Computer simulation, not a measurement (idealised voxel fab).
process module | voxel released beams
cross-section cut | 140 nm wide | cells 5 nm
A cross-section is a grid of square cells, given in bands from the top down. A band is one or more rows of cells.
Each band's line starts with the height of the band's top and of its bottom, in nm. Then come its materials from left to right, each with its width in nm. One material with "throughout" fills the band from edge to edge. "air" is empty space.
Height 0 is the level under which the wafer as received is all one material. The lowest band goes on downwards, as in "0 down".
A width such as "30 to 40" changes by the same amount from each row of cells to the next, from the band's top row to its bottom row.
"no change" after a step means that no cell of the cross-section changed.
closed voids: empty space of 8 cells or more with no open way to the top, each as width x height at its distance from the left edge, in nm
after a step's settings: what the simulator itself notes on the step
overlay nm, on a step with a mask: how far to the right of its planned place the mask lay; to the left if negative
plan
1 op RECEIVE | material Si
2 op CONFORMAL_DEP | material SiN | thk nm 5
3 op DIRECTIONAL_DEP | material SiO2 | thk nm 10
4 op DIRECTIONAL_DEP | material aC | thk nm 15
5 op PATTERN | tone open | mask id ANCHOR | material resist | width nm 25 | thk nm 30 | overlay nm -15
6 op DIRECTIONAL_ETCH | etch materials aC | depth nm 15
7 op STRIP | etch materials resist
8 op DIRECTIONAL_ETCH | etch materials SiO2 | depth nm 10
9 op STRIP | etch materials aC
10 op CONFORMAL_DEP | material W | thk nm 10
11 op MASKED_ETCH | tone cover | mask id BEAM | width nm 70 | etch materials W | depth nm 10 | overlay nm 0
12 op STRIP | etch materials SiO2
varied across the wafers: overlay nm of step 5. The plan shows the first wafer's value. All wafers start alike
first wafer as received, after step 1
  0 down: Si throughout
  closed voids: none
each wafer at the end: cells of each material gained (+) or lost (-) since it was received, then its closed voids
overlay nm -15 | +28 SiN | +36 W | closed voids: none
overlay nm -10 | +28 SiN | +36 W | closed voids: none
overlay nm -5 | +28 SiN | +36 W | closed voids: none
overlay nm 0 | +28 SiN | +36 W | closed voids: none
overlay nm 5 | +28 SiN | +36 W | closed voids: none
overlay nm 10 | +28 SiN | +36 W | closed voids: none
overlay nm 15 | +28 SiN | +36 W | closed voids: none
